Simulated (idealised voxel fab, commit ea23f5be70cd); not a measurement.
Process module, titled voxel transistor to metal
190 nm wide, 5 nm square cells: that's cross-section cut.
Square cells in a grid make up a cross-section in this document, and the grid is given as bands, listed from the top down, each one or more rows of cells.
Per band: top height and bottom height in nm, followed by the left-to-right materials and their widths in nm; "all across" marks a single material spanning edge to edge, "blank" marks empty space.
Heads up on the height convention: 0 is the point under which the incoming wafer is all one material, and the lowest band has no bottom, it just keeps going down, like "0 -> down".
A width given as "30->40" starts at the first number in the band's top row and ends at the second number in its bottom row, shifting by an equal amount at every step from row to row.
Step marked "no change"? Then no cell in the cross-section changed in it.
Enclosed voids (no open way to top), threshold 8 cells or more, entry "Trapped cavities", notation width x height at distance, distance from left edge, nm.
On each step's line, the part that comes after the settings is the simulator's own comment on the step.
"overlay nm" on a masked step: distance the mask lay right of its planned place, negative for left.
### So here's the lineup of process steps we planned
1) op RECEIVE | material Si
2) op OXIDIZE | depth nm 5
3) op CONFORMAL_DEP | material SiN | thk nm 10
4) op PATTERN | tone cover | mask id ACTIVE | material resist | width nm 120 | thk nm 20 | overlay nm 0
5) op DIRECTIONAL_ETCH | etch materials SiN | depth nm 10
6) op DIRECTIONAL_ETCH | etch materials SiO2 | depth nm 5
7) op DIRECTIONAL_ETCH | etch materials Si | depth nm 20
8) op STRIP | etch materials resist
9) op FILL_DEP | material SiO2 | thk nm 15
10) op CMP | height nm 10
11) op SELECTIVE_ETCH | etch materials SiO2 | depth nm 5
12) op STRIP | etch materials SiN
13) op SELECTIVE_ETCH | etch materials SiO2 | depth nm 5
14) op OXIDIZE | depth nm 5
15) op DIRECTIONAL_DEP | material polySi | thk nm 20
16) op DIRECTIONAL_DEP | material SiCN | thk nm 10
17) op DIRECTIONAL_DEP | material aC | thk nm 15
18) op PATTERN | tone cover | mask id GATE | material resist | width nm 30 | thk nm 30 | overlay nm 0
19) op DIRECTIONAL_ETCH | etch materials aC | depth nm 15
20) op STRIP | etch materials resist
21) op DIRECTIONAL_ETCH | etch materials SiCN | depth nm 20
22) op DIRECTIONAL_ETCH | etch materials polySi | depth nm 30
23) op STRIP | etch materials aC
24) op CONFORMAL_DEP | material SiN | thk nm 5
25) op DIRECTIONAL_ETCH | etch materials SiN | depth nm 5
26) op DIRECTIONAL_ETCH | etch materials SiO2 | depth nm 5
27) op DIRECTIONAL_ETCH | etch materials Si | depth nm 10
28) op EPI | material pSi | thk nm 10
29) op FILL_DEP | material SiO2 | thk nm 5
30) op CMP | height nm 15
31) op STRIP | etch materials polySi
32) op SELECTIVE_ETCH | etch materials SiO2 | depth nm 5
33) op CONFORMAL_DEP | material HfO2 | thk nm 5
34) op CONFORMAL_DEP | material TiN | thk nm 5
35) op FILL_DEP | material W | thk nm 5
36) op CMP | height nm 10
37) op DIRECTIONAL_DEP | material SiO2 | thk nm 10
38) op PATTERN | tone open | mask id CONTACT | material resist | width nm 15 | pitch nm 85 | thk nm 20 | overlay nm 0
39) op DIRECTIONAL_ETCH | etch materials SiO2 | depth nm 30
40) op STRIP | etch materials resist
41) op CONFORMAL_DEP | material TiN | thk nm 5
42) op FILL_DEP | material W | thk nm 5
43) op CMP | height nm 20
44) op CONFORMAL_DEP | material SiCN | thk nm 5
45) op DIRECTIONAL_DEP | material SiO2 | thk nm 15
46) op PATTERN | tone open | mask id METAL_1 | material resist | width nm 15 | pitch nm 85 | thk nm 20 | overlay nm 0
47) op DIRECTIONAL_ETCH | etch materials SiO2 | depth nm 15
48) op DIRECTIONAL_ETCH | etch materials SiCN | depth nm 5
49) op STRIP | etch materials resist
50) op CONFORMAL_DEP | material TiN | thk nm 5
51) op FILL_DEP | material W | thk nm 5
52) op CMP | height nm 40
53) op CONFORMAL_DEP | material SiCN | thk nm 5
54) op DIRECTIONAL_DEP | material lowk | thk nm 25
55) op DIRECTIONAL_DEP | material aC | thk nm 15
56) op PATTERN | tone open | mask id METAL_2 | material resist | width nm 15 | pitch nm 85 | thk nm 30 | overlay nm 0
57) op DIRECTIONAL_ETCH | etch materials aC | depth nm 15
58) op STRIP | etch materials resist
59) op DIRECTIONAL_ETCH | etch materials lowk | depth nm 15
60) op STRIP | etch materials aC
61) op PATTERN | tone open | mask id METAL_2_HOLES | material resist | width nm 15 | pitch nm 85 | thk nm 20 | overlay nm 0
62) op DIRECTIONAL_ETCH | etch materials lowk | depth nm 10
63) op DIRECTIONAL_ETCH | etch materials SiCN | depth nm 5
64) op STRIP | etch materials resist
65) op CONFORMAL_DEP | material TiN | thk nm 5
66) op FILL_DEP | material Cu | thk nm 10
67) op CMP | height nm 70
68) op CONFORMAL_DEP | material SiN | thk nm 5
### Of two wafers, the first: run according to plan
### Delivered wafer in cross-section: state after step 1
    0 -> down = Si all across
    Trapped cavities: none
### Cross-section of the wafer subsequent to step 2
    0 -> -5 = SiO2 all across
    Rest of section, below -5: as before.
### Cross-section of the wafer subsequent to step 3
    10 -> 0 = SiN all across
    Rest of section, below 0: as before.
### Cross-section of the wafer subsequent to step 4
    30 -> 10 = 35 nm blank; 120 nm resist; 35 nm blank
    Rest of section, below 10: as before.
### Cross-section of the wafer subsequent to step 5
    30 -> 10 = 35 nm blank; 120 nm resist; 35 nm blank
    10 -> 0 = 35 nm blank; 120 nm SiN; 35 nm blank
    Rest of section, below 0: as before.
### Cross-section of the wafer subsequent to step 6
    30 -> 10 = 35 nm blank; 120 nm resist; 35 nm blank
    10 -> 0 = 35 nm blank; 120 nm SiN; 35 nm blank
    0 -> -5 = 35 nm blank; 120 nm SiO2; 35 nm blank
    Rest of section, below -5: as before.
### Cross-section of the wafer subsequent to step 7
    30 -> 10 = 35 nm blank; 120 nm resist; 35 nm blank
    10 -> 0 = 35 nm blank; 120 nm SiN; 35 nm blank
    0 -> -5 = 35 nm blank; 120 nm SiO2; 35 nm blank
    -5 -> -25 = 35 nm blank; 120 nm Si; 35 nm blank
    Rest of section, below -25: as before.
### Cross-section of the wafer subsequent to step 8
    10 -> 0 = 35 nm blank; 120 nm SiN; 35 nm blank
    Rest of section, below 0: as before.
### Cross-section of the wafer subsequent to step 9
    25 -> 10 = SiO2 all across
    10 -> 0 = 35 nm SiO2; 120 nm SiN; 35 nm SiO2
    0 -> -5 = SiO2 all across
    -5 -> -25 = 35 nm SiO2; 120 nm Si; 35 nm SiO2
    Rest of section, below -25: as before.
### Cross-section of the wafer subsequent to step 10
    10 -> 0 = 35 nm SiO2; 120 nm SiN; 35 nm SiO2
    Rest of section, below 0: as before.
### Cross-section of the wafer subsequent to step 11
    10 -> 5 = 35 nm blank; 120 nm SiN; 35 nm blank
    Rest of section, below 5: as before.
### Cross-section of the wafer subsequent to step 12
    5 -> 0 = 35 nm SiO2; 120 nm blank; 35 nm SiO2
    Rest of section, below 0: as before.
### Cross-section of the wafer subsequent to step 13
    0 -> -5 = 30 nm SiO2; 130 nm blank; 30 nm SiO2
    Rest of section, below -5: as before.
### Cross-section of the wafer subsequent to step 14
    0 -> -5 = 30 nm SiO2; 130 nm blank; 30 nm SiO2
    -5 -> -10 = SiO2 all across
    Rest of section, below -10: as before.
### Cross-section of the wafer subsequent to step 15
    20 -> 15 = 30 nm polySi; 130 nm blank; 30 nm polySi
    15 -> 0 = polySi all across
    0 -> -5 = 30 nm SiO2; 130 nm polySi; 30 nm SiO2
    Rest of section, below -5: as before.
### Cross-section of the wafer subsequent to step 16
    30 -> 25 = 30 nm SiCN; 130 nm blank; 30 nm SiCN
    25 -> 20 = SiCN all across
    20 -> 15 = 30 nm polySi; 130 nm SiCN; 30 nm polySi
    Rest of section, below 15: as before.
### Cross-section of the wafer subsequent to step 17
    45 -> 40 = 30 nm aC; 130 nm blank; 30 nm aC
    40 -> 30 = aC all across
    30 -> 25 = 30 nm SiCN; 130 nm aC; 30 nm SiCN
    Rest of section, below 25: as before.
### Cross-section of the wafer subsequent to step 18
    75 -> 45 = 80 nm blank; 30 nm resist; 80 nm blank
    45 -> 40 = 30 nm aC; 50 nm blank; 30 nm resist; 50 nm blank; 30 nm aC
    Rest of section, below 40: as before.
### Cross-section of the wafer subsequent to step 19
    60 -> 40 = 80 nm blank; 30 nm resist; 80 nm blank
    40 -> 30 = 80 nm blank; 30 nm aC; 80 nm blank
    30 -> 25 = 30 nm SiCN; 50 nm blank; 30 nm aC; 50 nm blank; 30 nm SiCN
    Rest of section, below 25: as before.
### Cross-section of the wafer subsequent to step 20
    40 -> 30 = 80 nm blank; 30 nm aC; 80 nm blank
    Rest of section, below 30: as before.
### Cross-section of the wafer subsequent to step 21
    40 -> 25 = 80 nm blank; 30 nm aC; 80 nm blank
    25 -> 20 = 80 nm blank; 30 nm SiCN; 80 nm blank
    20 -> 15 = 30 nm polySi; 50 nm blank; 30 nm SiCN; 50 nm blank; 30 nm polySi
    Rest of section, below 15: as before.
### Cross-section of the wafer subsequent to step 22
    40 -> 25 = 80 nm blank; 30 nm aC; 80 nm blank
    25 -> 15 = 80 nm blank; 30 nm SiCN; 80 nm blank
    15 -> 0 = 80 nm blank; 30 nm polySi; 80 nm blank
    0 -> -5 = 30 nm SiO2; 50 nm blank; 30 nm polySi; 50 nm blank; 30 nm SiO2
    Rest of section, below -5: as before.
### Cross-section of the wafer subsequent to step 23
    25 -> 15 = 80 nm blank; 30 nm SiCN; 80 nm blank
    Rest of section, below 15: as before.
### Cross-section of the wafer subsequent to step 24
    30 -> 25 = 75 nm blank; 40 nm SiN; 75 nm blank
    25 -> 15 = 75 nm blank; 5 nm SiN; 30 nm SiCN; 5 nm SiN; 75 nm blank
    15 -> 5 = 75 nm blank; 5 nm SiN; 30 nm polySi; 5 nm SiN; 75 nm blank
    5 -> 0 = 35 nm SiN; 40 nm blank; 5 nm SiN; 30 nm polySi; 5 nm SiN; 40 nm blank; 35 nm SiN
    0 -> -5 = 30 nm SiO2; 50 nm SiN; 30 nm polySi; 50 nm SiN; 30 nm SiO2
    Rest of section, below -5: as before.
### Cross-section of the wafer subsequent to step 25
    25 -> 15 = 75 nm blank; 5 nm SiN; 30 nm SiCN; 5 nm SiN; 75 nm blank
    15 -> 0 = 75 nm blank; 5 nm SiN; 30 nm polySi; 5 nm SiN; 75 nm blank
    0 -> -5 = 30 nm SiO2; 5 nm SiN; 40 nm blank; 5 nm SiN; 30 nm polySi; 5 nm SiN; 40 nm blank; 5 nm SiN; 30 nm SiO2
    Rest of section, below -5: as before.
### Cross-section of the wafer subsequent to step 26
    25 -> 15 = 75 nm blank; 5 nm SiN; 30 nm SiCN; 5 nm SiN; 75 nm blank
    15 -> 0 = 75 nm blank; 5 nm SiN; 30 nm polySi; 5 nm SiN; 75 nm blank
    0 -> -5 = 30 nm blank; 5 nm SiN; 40 nm blank; 5 nm SiN; 30 nm polySi; 5 nm SiN; 40 nm blank; 5 nm SiN; 30 nm blank
    -5 -> -10 = 35 nm SiO2; 40 nm blank; 40 nm SiO2; 40 nm blank; 35 nm SiO2
    Rest of section, below -10: as before.
### Cross-section of the wafer subsequent to step 27
    25 -> 15 = 75 nm blank; 5 nm SiN; 30 nm SiCN; 5 nm SiN; 75 nm blank
    15 -> 0 = 75 nm blank; 5 nm SiN; 30 nm polySi; 5 nm SiN; 75 nm blank
    0 -> -5 = 30 nm blank; 5 nm SiN; 40 nm blank; 5 nm SiN; 30 nm polySi; 5 nm SiN; 40 nm blank; 5 nm SiN; 30 nm blank
    -5 -> -10 = 35 nm SiO2; 40 nm blank; 40 nm SiO2; 40 nm blank; 35 nm SiO2
    -10 -> -20 = 35 nm SiO2; 40 nm blank; 40 nm Si; 40 nm blank; 35 nm SiO2
    Rest of section, below -20: as before.
### Cross-section of the wafer subsequent to step 28
    25 -> 15 = 75 nm blank; 5 nm SiN; 30 nm SiCN; 5 nm SiN; 75 nm blank
    15 -> 0 = 75 nm blank; 5 nm SiN; 30 nm polySi; 5 nm SiN; 75 nm blank
    0 -> -5 = 30 nm blank; 5 nm SiN; 30 nm blank; 10 nm pSi; 5 nm SiN; 30 nm polySi; 5 nm SiN; 10 nm pSi; 30 nm blank; 5 nm SiN; 30 nm blank
    -5 -> -10 = 35 nm SiO2; 30 nm blank; 10 nm pSi; 40 nm SiO2; 10 nm pSi; 30 nm blank; 35 nm SiO2
    -10 -> -20 = 35 nm SiO2; 40 nm pSi; 40 nm Si; 40 nm pSi; 35 nm SiO2
    Rest of section, below -20: as before.
### Cross-section of the wafer subsequent to step 29
    30 -> 25 = SiO2 all across
    25 -> 15 = 75 nm SiO2; 5 nm SiN; 30 nm SiCN; 5 nm SiN; 75 nm SiO2
    15 -> 0 = 75 nm SiO2; 5 nm SiN; 30 nm polySi; 5 nm SiN; 75 nm SiO2
    0 -> -5 = 30 nm SiO2; 5 nm SiN; 30 nm SiO2; 10 nm pSi; 5 nm SiN; 30 nm polySi; 5 nm SiN; 10 nm pSi; 30 nm SiO2; 5 nm SiN; 30 nm SiO2
    -5 -> -10 = 65 nm SiO2; 10 nm pSi; 40 nm SiO2; 10 nm pSi; 65 nm SiO2
    Rest of section, below -10: as before.
### Cross-section of the wafer subsequent to step 30
    15 -> 0 = 75 nm SiO2; 5 nm SiN; 30 nm polySi; 5 nm SiN; 75 nm SiO2
    Rest of section, below 0: as before.
### Cross-section of the wafer subsequent to step 31
    15 -> 0 = 75 nm SiO2; 5 nm SiN; 30 nm blank; 5 nm SiN; 75 nm SiO2
    0 -> -5 = 30 nm SiO2; 5 nm SiN; 30 nm SiO2; 10 nm pSi; 5 nm SiN; 30 nm blank; 5 nm SiN; 10 nm pSi; 30 nm SiO2; 5 nm SiN; 30 nm SiO2
    Rest of section, below -5: as before.
### Cross-section of the wafer subsequent to step 32
    15 -> 10 = 75 nm blank; 5 nm SiN; 30 nm blank; 5 nm SiN; 75 nm blank
    10 -> 0 = 75 nm SiO2; 5 nm SiN; 30 nm blank; 5 nm SiN; 75 nm SiO2
    0 -> -5 = 30 nm SiO2; 5 nm SiN; 30 nm SiO2; 10 nm pSi; 5 nm SiN; 30 nm blank; 5 nm SiN; 10 nm pSi; 30 nm SiO2; 5 nm SiN; 30 nm SiO2
    -5 -> -10 = 65 nm SiO2; 10 nm pSi; 40 nm blank; 10 nm pSi; 65 nm SiO2
    Rest of section, below -10: as before.
### Cross-section of the wafer subsequent to step 33
    20 -> 15 = 70 nm blank; 15 nm HfO2; 20 nm blank; 15 nm HfO2; 70 nm blank
    15 -> 10 = 75 nm HfO2; 5 nm SiN; 5 nm HfO2; 20 nm blank; 5 nm HfO2; 5 nm SiN; 75 nm HfO2
    10 -> 0 = 75 nm SiO2; 5 nm SiN; 5 nm HfO2; 20 nm blank; 5 nm HfO2; 5 nm SiN; 75 nm SiO2
    0 -> -5 = 30 nm SiO2; 5 nm SiN; 30 nm SiO2; 10 nm pSi; 5 nm SiN; 5 nm HfO2; 20 nm blank; 5 nm HfO2; 5 nm SiN; 10 nm pSi; 30 nm SiO2; 5 nm SiN; 30 nm SiO2
    -5 -> -10 = 65 nm SiO2; 10 nm pSi; 40 nm HfO2; 10 nm pSi; 65 nm SiO2
    Rest of section, below -10: as before.
### Cross-section of the wafer subsequent to step 34
    25 -> 20 = 65 nm blank; 25 nm TiN; 10 nm blank; 25 nm TiN; 65 nm blank
    20 -> 15 = 70 nm TiN; 15 nm HfO2; 5 nm TiN; 10 nm blank; 5 nm TiN; 15 nm HfO2; 70 nm TiN
    15 -> 10 = 75 nm HfO2; 5 nm SiN; 5 nm HfO2; 5 nm TiN; 10 nm blank; 5 nm TiN; 5 nm HfO2; 5 nm SiN; 75 nm HfO2
    10 -> 0 = 75 nm SiO2; 5 nm SiN; 5 nm HfO2; 5 nm TiN; 10 nm blank; 5 nm TiN; 5 nm HfO2; 5 nm SiN; 75 nm SiO2
    0 -> -5 = 30 nm SiO2; 5 nm SiN; 30 nm SiO2; 10 nm pSi; 5 nm SiN; 5 nm HfO2; 20 nm TiN; 5 nm HfO2; 5 nm SiN; 10 nm pSi; 30 nm SiO2; 5 nm SiN; 30 nm SiO2
    Rest of section, below -5: as before.
### Cross-section of the wafer subsequent to step 35
    30 -> 25 = W all across
    25 -> 20 = 65 nm W; 25 nm TiN; 10 nm W; 25 nm TiN; 65 nm W
    20 -> 15 = 70 nm TiN; 15 nm HfO2; 5 nm TiN; 10 nm W; 5 nm TiN; 15 nm HfO2; 70 nm TiN
    15 -> 10 = 75 nm HfO2; 5 nm SiN; 5 nm HfO2; 5 nm TiN; 10 nm W; 5 nm TiN; 5 nm HfO2; 5 nm SiN; 75 nm HfO2
    10 -> 0 = 75 nm SiO2; 5 nm SiN; 5 nm HfO2; 5 nm TiN; 10 nm W; 5 nm TiN; 5 nm HfO2; 5 nm SiN; 75 nm SiO2
    Rest of section, below 0: as before.
### Cross-section of the wafer subsequent to step 36
    10 -> 0 = 75 nm SiO2; 5 nm SiN; 5 nm HfO2; 5 nm TiN; 10 nm W; 5 nm TiN; 5 nm HfO2; 5 nm SiN; 75 nm SiO2
    Rest of section, below 0: as before.
### Cross-section of the wafer subsequent to step 37
    20 -> 10 = SiO2 all across
    Rest of section, below 10: as before.
### Cross-section of the wafer subsequent to step 38
    40 -> 20 = 45 nm resist; 15 nm blank; 70 nm resist; 15 nm blank; 45 nm resist
    Rest of section, below 20: as before.
### Cross-section of the wafer subsequent to step 39
    40 -> 20 = 45 nm resist; 15 nm blank; 70 nm resist; 15 nm blank; 45 nm resist
    20 -> 10 = 45 nm SiO2; 15 nm blank; 70 nm SiO2; 15 nm blank; 45 nm SiO2
    10 -> 0 = 45 nm SiO2; 15 nm blank; 15 nm SiO2; 5 nm SiN; 5 nm HfO2; 5 nm TiN; 10 nm W; 5 nm TiN; 5 nm HfO2; 5 nm SiN; 15 nm SiO2; 15 nm blank; 45 nm SiO2
    0 -> -5 = 30 nm SiO2; 5 nm SiN; 10 nm SiO2; 15 nm blank; 5 nm SiO2; 10 nm pSi; 5 nm SiN; 5 nm HfO2; 20 nm TiN; 5 nm HfO2; 5 nm SiN; 10 nm pSi; 5 nm SiO2; 15 nm blank; 10 nm SiO2; 5 nm SiN; 30 nm SiO2
    -5 -> -10 = 45 nm SiO2; 15 nm blank; 5 nm SiO2; 10 nm pSi; 40 nm HfO2; 10 nm pSi; 5 nm SiO2; 15 nm blank; 45 nm SiO2
    Rest of section, below -10: as before.
### Cross-section of the wafer subsequent to step 40
    20 -> 10 = 45 nm SiO2; 15 nm blank; 70 nm SiO2; 15 nm blank; 45 nm SiO2
    Rest of section, below 10: as before.
### Cross-section of the wafer subsequent to step 41
    25 -> 20 = 50 nm TiN; 5 nm blank; 80 nm TiN; 5 nm blank; 50 nm TiN
    20 -> 10 = 45 nm SiO2; 5 nm TiN; 5 nm blank; 5 nm TiN; 70 nm SiO2; 5 nm TiN; 5 nm blank; 5 nm TiN; 45 nm SiO2
    10 -> 0 = 45 nm SiO2; 5 nm TiN; 5 nm blank; 5 nm TiN; 15 nm SiO2; 5 nm SiN; 5 nm HfO2; 5 nm TiN; 10 nm W; 5 nm TiN; 5 nm HfO2; 5 nm SiN; 15 nm SiO2; 5 nm TiN; 5 nm blank; 5 nm TiN; 45 nm SiO2
    0 -> -5 = 30 nm SiO2; 5 nm SiN; 10 nm SiO2; 5 nm TiN; 5 nm blank; 5 nm TiN; 5 nm SiO2; 10 nm pSi; 5 nm SiN; 5 nm HfO2; 20 nm TiN; 5 nm HfO2; 5 nm SiN; 10 nm pSi; 5 nm SiO2; 5 nm TiN; 5 nm blank; 5 nm TiN; 10 nm SiO2; 5 nm SiN; 30 nm SiO2
    -5 -> -10 = 45 nm SiO2; 15 nm TiN; 5 nm SiO2; 10 nm pSi; 40 nm HfO2; 10 nm pSi; 5 nm SiO2; 15 nm TiN; 45 nm SiO2
    Rest of section, below -10: as before.
### Cross-section of the wafer subsequent to step 42
    30 -> 25 = W all across
    25 -> 20 = 50 nm TiN; 5 nm W; 80 nm TiN; 5 nm W; 50 nm TiN
    20 -> 10 = 45 nm SiO2; 5 nm TiN; 5 nm W; 5 nm TiN; 70 nm SiO2; 5 nm TiN; 5 nm W; 5 nm TiN; 45 nm SiO2
    10 -> 0 = 45 nm SiO2; 5 nm TiN; 5 nm W; 5 nm TiN; 15 nm SiO2; 5 nm SiN; 5 nm HfO2; 5 nm TiN; 10 nm W; 5 nm TiN; 5 nm HfO2; 5 nm SiN; 15 nm SiO2; 5 nm TiN; 5 nm W; 5 nm TiN; 45 nm SiO2
    0 -> -5 = 30 nm SiO2; 5 nm SiN; 10 nm SiO2; 5 nm TiN; 5 nm W; 5 nm TiN; 5 nm SiO2; 10 nm pSi; 5 nm SiN; 5 nm HfO2; 20 nm TiN; 5 nm HfO2; 5 nm SiN; 10 nm pSi; 5 nm SiO2; 5 nm TiN; 5 nm W; 5 nm TiN; 10 nm SiO2; 5 nm SiN; 30 nm SiO2
    Rest of section, below -5: as before.
### Cross-section of the wafer subsequent to step 43
    20 -> 10 = 45 nm SiO2; 5 nm TiN; 5 nm W; 5 nm TiN; 70 nm SiO2; 5 nm TiN; 5 nm W; 5 nm TiN; 45 nm SiO2
    Rest of section, below 10: as before.
### Cross-section of the wafer subsequent to step 44
    25 -> 20 = SiCN all across
    Rest of section, below 20: as before.
### Cross-section of the wafer subsequent to step 45
    40 -> 25 = SiO2 all across
    Rest of section, below 25: as before.
### Cross-section of the wafer subsequent to step 46
    60 -> 40 = 45 nm resist; 15 nm blank; 70 nm resist; 15 nm blank; 45 nm resist
    Rest of section, below 40: as before.
### Cross-section of the wafer subsequent to step 47
    60 -> 40 = 45 nm resist; 15 nm blank; 70 nm resist; 15 nm blank; 45 nm resist
    40 -> 25 = 45 nm SiO2; 15 nm blank; 70 nm SiO2; 15 nm blank; 45 nm SiO2
    Rest of section, below 25: as before.
### Cross-section of the wafer subsequent to step 48
    60 -> 40 = 45 nm resist; 15 nm blank; 70 nm resist; 15 nm blank; 45 nm resist
    40 -> 25 = 45 nm SiO2; 15 nm blank; 70 nm SiO2; 15 nm blank; 45 nm SiO2
    25 -> 20 = 45 nm SiCN; 15 nm blank; 70 nm SiCN; 15 nm blank; 45 nm SiCN
    Rest of section, below 20: as before.
### Cross-section of the wafer subsequent to step 49
    40 -> 25 = 45 nm SiO2; 15 nm blank; 70 nm SiO2; 15 nm blank; 45 nm SiO2
    Rest of section, below 25: as before.
### Cross-section of the wafer subsequent to step 50
    45 -> 40 = 50 nm TiN; 5 nm blank; 80 nm TiN; 5 nm blank; 50 nm TiN
    40 -> 25 = 45 nm SiO2; 5 nm TiN; 5 nm blank; 5 nm TiN; 70 nm SiO2; 5 nm TiN; 5 nm blank; 5 nm TiN; 45 nm SiO2
    25 -> 20 = 45 nm SiCN; 15 nm TiN; 70 nm SiCN; 15 nm TiN; 45 nm SiCN
    Rest of section, below 20: as before.
### Cross-section of the wafer subsequent to step 51
    50 -> 45 = W all across
    45 -> 40 = 50 nm TiN; 5 nm W; 80 nm TiN; 5 nm W; 50 nm TiN
    40 -> 25 = 45 nm SiO2; 5 nm TiN; 5 nm W; 5 nm TiN; 70 nm SiO2; 5 nm TiN; 5 nm W; 5 nm TiN; 45 nm SiO2
    Rest of section, below 25: as before.
### Cross-section of the wafer subsequent to step 52
    40 -> 25 = 45 nm SiO2; 5 nm TiN; 5 nm W; 5 nm TiN; 70 nm SiO2; 5 nm TiN; 5 nm W; 5 nm TiN; 45 nm SiO2
    Rest of section, below 25: as before.
### Cross-section of the wafer subsequent to step 53
    45 -> 40 = SiCN all across
    Rest of section, below 40: as before.
### Cross-section of the wafer subsequent to step 54
    70 -> 45 = lowk all across
    Rest of section, below 45: as before.
### Cross-section of the wafer subsequent to step 55
    85 -> 70 = aC all across
    Rest of section, below 70: as before.
### Cross-section of the wafer subsequent to step 56
    115 -> 85 = 45 nm resist; 15 nm blank; 70 nm resist; 15 nm blank; 45 nm resist
    Rest of section, below 85: as before.
### Cross-section of the wafer subsequent to step 57
    100 -> 85 = 45 nm resist; 15 nm blank; 70 nm resist; 15 nm blank; 45 nm resist
    85 -> 70 = 45 nm aC; 15 nm blank; 70 nm aC; 15 nm blank; 45 nm aC
    Rest of section, below 70: as before.
### Cross-section of the wafer subsequent to step 58
    85 -> 70 = 45 nm aC; 15 nm blank; 70 nm aC; 15 nm blank; 45 nm aC
    Rest of section, below 70: as before.
### Cross-section of the wafer subsequent to step 59
    85 -> 70 = 45 nm aC; 15 nm blank; 70 nm aC; 15 nm blank; 45 nm aC
    70 -> 55 = 45 nm lowk; 15 nm blank; 70 nm lowk; 15 nm blank; 45 nm lowk
    Rest of section, below 55: as before.
### Cross-section of the wafer subsequent to step 60
    70 -> 55 = 45 nm lowk; 15 nm blank; 70 nm lowk; 15 nm blank; 45 nm lowk
    Rest of section, below 55: as before.
### Cross-section of the wafer subsequent to step 61
    90 -> 70 = 45 nm resist; 15 nm blank; 70 nm resist; 15 nm blank; 45 nm resist
    Rest of section, below 70: as before.
### Cross-section of the wafer subsequent to step 62
    90 -> 70 = 45 nm resist; 15 nm blank; 70 nm resist; 15 nm blank; 45 nm resist
    70 -> 45 = 45 nm lowk; 15 nm blank; 70 nm lowk; 15 nm blank; 45 nm lowk
    Rest of section, below 45: as before.
### Cross-section of the wafer subsequent to step 63
    90 -> 70 = 45 nm resist; 15 nm blank; 70 nm resist; 15 nm blank; 45 nm resist
    70 -> 45 = 45 nm lowk; 15 nm blank; 70 nm lowk; 15 nm blank; 45 nm lowk
    45 -> 40 = 45 nm SiCN; 15 nm blank; 70 nm SiCN; 15 nm blank; 45 nm SiCN
    Rest of section, below 40: as before.
### Cross-section of the wafer subsequent to step 64
    70 -> 45 = 45 nm lowk; 15 nm blank; 70 nm lowk; 15 nm blank; 45 nm lowk
    Rest of section, below 45: as before.
### Cross-section of the wafer subsequent to step 65
    75 -> 70 = 50 nm TiN; 5 nm blank; 80 nm TiN; 5 nm blank; 50 nm TiN
    70 -> 45 = 45 nm lowk; 5 nm TiN; 5 nm blank; 5 nm TiN; 70 nm lowk; 5 nm TiN; 5 nm blank; 5 nm TiN; 45 nm lowk
    45 -> 40 = 45 nm SiCN; 15 nm TiN; 70 nm SiCN; 15 nm TiN; 45 nm SiCN
    Rest of section, below 40: as before.
### Cross-section of the wafer subsequent to step 66
    85 -> 75 = Cu all across
    75 -> 70 = 50 nm TiN; 5 nm Cu; 80 nm TiN; 5 nm Cu; 50 nm TiN
    70 -> 45 = 45 nm lowk; 5 nm TiN; 5 nm Cu; 5 nm TiN; 70 nm lowk; 5 nm TiN; 5 nm Cu; 5 nm TiN; 45 nm lowk
    Rest of section, below 45: as before.
### Cross-section of the wafer subsequent to step 67
    70 -> 45 = 45 nm lowk; 5 nm TiN; 5 nm Cu; 5 nm TiN; 70 nm lowk; 5 nm TiN; 5 nm Cu; 5 nm TiN; 45 nm lowk
    Rest of section, below 45: as before.
### Cross-section of the wafer subsequent to step 68
    75 -> 70 = SiN all across
    Rest of section, below 70: as before.
### second wafer: like start, like plan, one mistake. Through step 66 it matches the first wafer
Second wafer cross-section, taken as of the time the plan sets for step 67 to be done: no change
### Second wafer cross-section, taken as of the time the plan sets for step 68 to be done
    90 -> 85 = SiN all across
    Rest of section, below 85: as before.
So what did we get wrong on this run? step 67 of the plan was jumped over and never run
End check, counted in cells, second wafer has more or fewer of these materials than the first: 78 more of Cu | 36 more of TiN
